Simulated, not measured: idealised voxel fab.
process module | voxel gate over fins
cross-section cut | 155 nm wide | cells 5 nm
A cross-section is a grid of square cells, given in bands from the top down. A band is one or more rows of cells.
Each band's line starts with the height of the band's top and of its bottom, in nm. Then come its materials from left to right, each with its width in nm. One material with "throughout" fills the band from edge to edge. "air" is empty space.
Height 0 is the level under which the wafer as received is all one material. The lowest band goes on downwards, as in "0 down".
A width such as "30 to 40" changes by the same amount from each row of cells to the next, from the band's top row to its bottom row.
"no change" after a step means that no cell of the cross-section changed.
closed voids: empty space of 8 cells or more with no open way to the top, each as width x height at its distance from the left edge, in nm
after a step's settings: what the simulator itself notes on the step
overlay nm, on a step with a mask: how far to the right of its planned place the mask lay; to the left if negative
plan
1 op RECEIVE | material Si
2 op CONFORMAL_DEP | material SiN | thk nm 10
3 op DIRECTIONAL_DEP | material aC | thk nm 10
4 op PATTERN | tone cover | mask id FINS | material resist | width nm 15 | pitch nm 35 | thk nm 30 | overlay nm 0
5 op DIRECTIONAL_ETCH | etch materials aC | depth nm 10
6 op STRIP | etch materials resist
7 op DIRECTIONAL_ETCH | etch materials SiN | depth nm 10
8 op DIRECTIONAL_ETCH | etch materials Si | depth nm 40
9 op STRIP | etch materials aC
10 op FILL_DEP | material SiO2 | thk nm 10
11 op CMP | height nm 10
12 op SELECTIVE_ETCH | etch materials SiO2 | depth nm 20
13 op STRIP | etch materials SiN
14 op CONFORMAL_DEP | material HfO2 | thk nm 5
15 op CONFORMAL_DEP | material TiN | thk nm 5
16 op CONFORMAL_DEP | material TiAl | thk nm 5
17 op CONFORMAL_DEP | material TiN | thk nm 5
18 op FILL_DEP | material W | thk nm 15
19 op CMP | height nm 30
20 op CONFORMAL_DEP | material SiN | thk nm 5
as received, after step 1
  0 down: Si throughout
  closed voids: none
first wafer at the end, as planned
  35 to 30: SiN throughout
  30 to 20: W throughout
  20 to 15: W 15 | TiN 125 | W 15
  15 to 10: W 15 | TiN 5 | TiAl 115 | TiN 5 | W 15
  10 to 5: TiN 20 | TiAl 5 | TiN 105 | TiAl 5 | TiN 20
  5 to 0: TiAl 25 | TiN 5 | HfO2 25 | TiN 10 | HfO2 25 | TiN 10 | HfO2 25 | TiN 5 | TiAl 25
  0 to -5: TiN 30 | HfO2 5 | Si 15 | HfO2 5 | TiN 10 | HfO2 5 | Si 15 | HfO2 5 | TiN 10 | HfO2 5 | Si 15 | HfO2 5 | TiN 30
  -5 to -10: HfO2 35 | Si 15 | HfO2 20 | Si 15 | HfO2 20 | Si 15 | HfO2 35
  -10 to -40: SiO2 35 | Si 15 | SiO2 20 | Si 15 | SiO2 20 | Si 15 | SiO2 35
  -40 down: Si throughout
  closed voids: none
second wafer at the end: like start, like plan, one mistake
  35 to 30: SiN throughout
  30 to 20: W throughout
  20 to 15: TiN throughout
  15 to 10: TiAl throughout
  10 to 5: TiN throughout
  5 to 0: HfO2 40 | TiN 5 | HfO2 30 | TiN 5 | HfO2 30 | TiN 5 | HfO2 40
  0 to -5: Si 35 | HfO2 5 | TiN 5 | HfO2 5 | Si 20 | HfO2 5 | TiN 5 | HfO2 5 | Si 20 | HfO2 5 | TiN 5 | HfO2 5 | Si 35
  -5 to -10: Si 35 | HfO2 15 | Si 20 | HfO2 15 | Si 20 | HfO2 15 | Si 35
  -10 to -40: Si 35 | SiO2 15 | Si 20 | SiO2 15 | Si 20 | SiO2 15 | Si 35
  -40 down: Si throughout
  closed voids: none
what went wrong: step 4 ran as: op PATTERN | tone open | mask id FINS | material resist | width nm 15 | pitch nm 35 | thk nm 30 | overlay nm 0
at the end the second wafer has, in cells: 104 more of Si | 78 fewer of SiO2 | 4 fewer of TiAl | 10 fewer of TiN | 12 fewer of W
